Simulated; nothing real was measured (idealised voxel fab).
Herein follows the process module entitled voxel transistor to metal.
cross-section cut | 190 nm wide | cells 5 nm
For the purposes of this document, a cross-section shall be understood as a grid of square cells, specified as bands listed in top-to-bottom order, each band consisting of one or more rows of cells.
It is stipulated that each band's entry specify, in nanometres, the height of the top of the band and then that of its bottom, followed by the materials of the band in left-to-right sequence, each together with its width in nanometres. A single material marked by the word "all across" is understood to fill the band from edge to edge; the word "empty" is understood to denote empty space.
Note: height 0 marks the level under which the wafer is uniformly one material as received. Lowest band unbounded below, written "z 0 and below".
The expression "30->40" gives the width at the extremes of the band, the first number at its top row of cells and the second at its bottom row, with the width changing by equal amounts from each row to the next in between.
A step reported as "nothing was modified" is a step in which no cell of the cross-section changed.
Entrapped voids: empty space of 8 cells or more with no open way to the top, each as width x height at its distance from the left edge, in nm
Post-settings text on a step line: simulator's own remark regarding the step.
overlay nm: right-of-plan distance of the mask on a masked step; negative values mean left-of-plan.

Steps in the process plan:
1 RECEIVE, material Si
2 OXIDIZE, depth nm 5
3 CONFORMAL_DEP, material SiN, thk nm 15
4 MASKED_ETCH, tone cover, mask id ACTIVE, width nm 105, etch materials SiN, depth nm 15, overlay nm 0
5 MASKED_ETCH, tone cover, mask id ACTIVE, width nm 105, etch materials SiO2, depth nm 5, overlay nm 0
6 MASKED_ETCH, tone cover, mask id ACTIVE, width nm 105, etch materials Si, depth nm 30, overlay nm 0
7 OXIDIZE, depth nm 5
8 FILL_DEP, material SiO2, thk nm 10
9 CMP, height nm 15
10 SELECTIVE_ETCH, etch materials SiO2, depth nm 5
11 STRIP, etch materials SiN
12 SELECTIVE_ETCH, etch materials SiO2, depth nm 5
13 OXIDIZE, depth nm 5
14 DIRECTIONAL_DEP, material polySi, thk nm 20
15 DIRECTIONAL_DEP, material SiCN, thk nm 10
16 MASKED_ETCH, tone cover, mask id GATE, width nm 15, etch materials SiCN, depth nm 20, overlay nm 0
17 MASKED_ETCH, tone cover, mask id GATE, width nm 15, etch materials polySi, depth nm 30, overlay nm 0
18 CONFORMAL_DEP, material SiO2, thk nm 5
19 DIRECTIONAL_ETCH, etch materials SiO2, depth nm 5
20 CONFORMAL_DEP, material SiN, thk nm 5
21 DIRECTIONAL_ETCH, etch materials SiN, depth nm 5
22 DIRECTIONAL_ETCH, etch materials SiO2, depth nm 5
23 DIRECTIONAL_ETCH, etch materials Si, depth nm 15
24 EPI, material nSi, thk nm 15
25 FILL_DEP, material SiO2, thk nm 10
26 CMP, height nm 25
27 DIRECTIONAL_DEP, material SiO2, thk nm 10
28 DIRECTIONAL_DEP, material aC, thk nm 10
29 PATTERN, tone open, mask id CONTACT, material resist, width nm 30, pitch nm 55, thk nm 30, overlay nm 0
30 DIRECTIONAL_ETCH, etch materials aC, depth nm 10
31 STRIP, etch materials resist
32 DIRECTIONAL_ETCH, etch materials SiO2, depth nm 45
33 STRIP, etch materials aC
34 CONFORMAL_DEP, material TiN, thk nm 5
35 FILL_DEP, material W, thk nm 10
36 CMP, height nm 35
37 DIRECTIONAL_DEP, material TiN, thk nm 5
38 DIRECTIONAL_DEP, material Ru, thk nm 15
39 PATTERN, tone cover, mask id METAL_1, material resist, width nm 15, pitch nm 70, thk nm 20, overlay nm 0
40 DIRECTIONAL_ETCH, etch materials Ru, depth nm 15
41 DIRECTIONAL_ETCH, etch materials TiN, depth nm 5
42 STRIP, etch materials resist
43 CONFORMAL_DEP, material SiN, thk nm 5
44 FILL_DEP, material SiO2, thk nm 5
45 CMP, height nm 55
46 CONFORMAL_DEP, material SiCN, thk nm 5
47 DIRECTIONAL_DEP, material SiO2, thk nm 30
48 DIRECTIONAL_DEP, material aC, thk nm 15
49 PATTERN, tone open, mask id METAL_2, material resist, width nm 15, pitch nm 70, thk nm 30, overlay nm 0
50 DIRECTIONAL_ETCH, etch materials aC, depth nm 15
51 STRIP, etch materials resist
52 DIRECTIONAL_ETCH, etch materials SiO2, depth nm 20
53 STRIP, etch materials aC
54 MASKED_ETCH, tone open, mask id METAL_2_HOLES, width nm 15, pitch nm 70, etch materials SiO2, depth nm 10, overlay nm 0
55 MASKED_ETCH, tone open, mask id METAL_2_HOLES, width nm 15, pitch nm 70, etch materials SiCN, depth nm 5, overlay nm 0
56 CONFORMAL_DEP, material TiN, thk nm 5
57 FILL_DEP, material Cu, thk nm 5
58 CMP, height nm 90
59 CONFORMAL_DEP, material SiCN, thk nm 5

Shown in cross-section is the wafer as received, that is, as it stands after step 1:
- z 0 and below = Si all across
- Entrapped voids: none

Final wafer profile in cross-section after the module, from the same start and plan as above, with one mistake made during processing:
- z 95 to 90 = SiCN all across
- z 90 to 60 = SiO2 50; TiN 5; W 5; TiN 5; SiO2 55; TiN 5; W 5; TiN 5; SiO2 55
- z 60 to 55 = SiCN 50; TiN 15; SiCN 55; TiN 15; SiCN 55
- z 55 to 40 = SiO2 45; SiN 5; Ru 15; SiN 5; SiO2 45; SiN 5; Ru 15; SiN 5; SiO2 50
- z 40 to 35 = SiN 50; TiN 15; SiN 55; TiN 15; SiN 55
- z 35 to 25 = SiO2 50; TiN 5; W 20->15; TiN 5->10; SiO2 25; TiN 5->10; W 20->15; TiN 5; SiO2 55
- z 25 to 15 = SiO2 50; TiN 5; W 15; TiN 5; SiN 5; SiO2 5; SiCN 15; SiO2 5; SiN 5; TiN 5; W 15; TiN 5; SiO2 55
- z 15 to 10 = SiO2 50; TiN 5; W 15; TiN 5; SiN 5; SiO2 5; polySi 15; SiO2 5; SiN 5; TiN 5; W 15; TiN 5; SiO2 55
- z 10 to 5 = SiO2 50; TiN 25; SiN 5; SiO2 5; polySi 15; SiO2 5; SiN 5; TiN 25; SiO2 55
- z 5 to -5 = SiO2 40; SiN 5; SiO2 5; TiN 10; nSi 15; SiN 5; SiO2 5; polySi 15; SiO2 5; SiN 5; nSi 15; TiN 10; SiO2 5; SiN 5; SiO2 45
- z -5 to -10 = SiO2 50; TiN 10; nSi 15; SiO2 35; nSi 15; TiN 10; SiO2 55
- z -10 to -25 = SiO2 45; nSi 30; Si 35; nSi 30; SiO2 50
- z -25 to -40 = SiO2 45; Si 95; SiO2 50
- z -40 and below = Si all across
- Entrapped voids: none
In executing the process, a mistake was made relative to the plan: contrary to plan, step 57 was performed as FILL_DEP, material W, thk nm 5
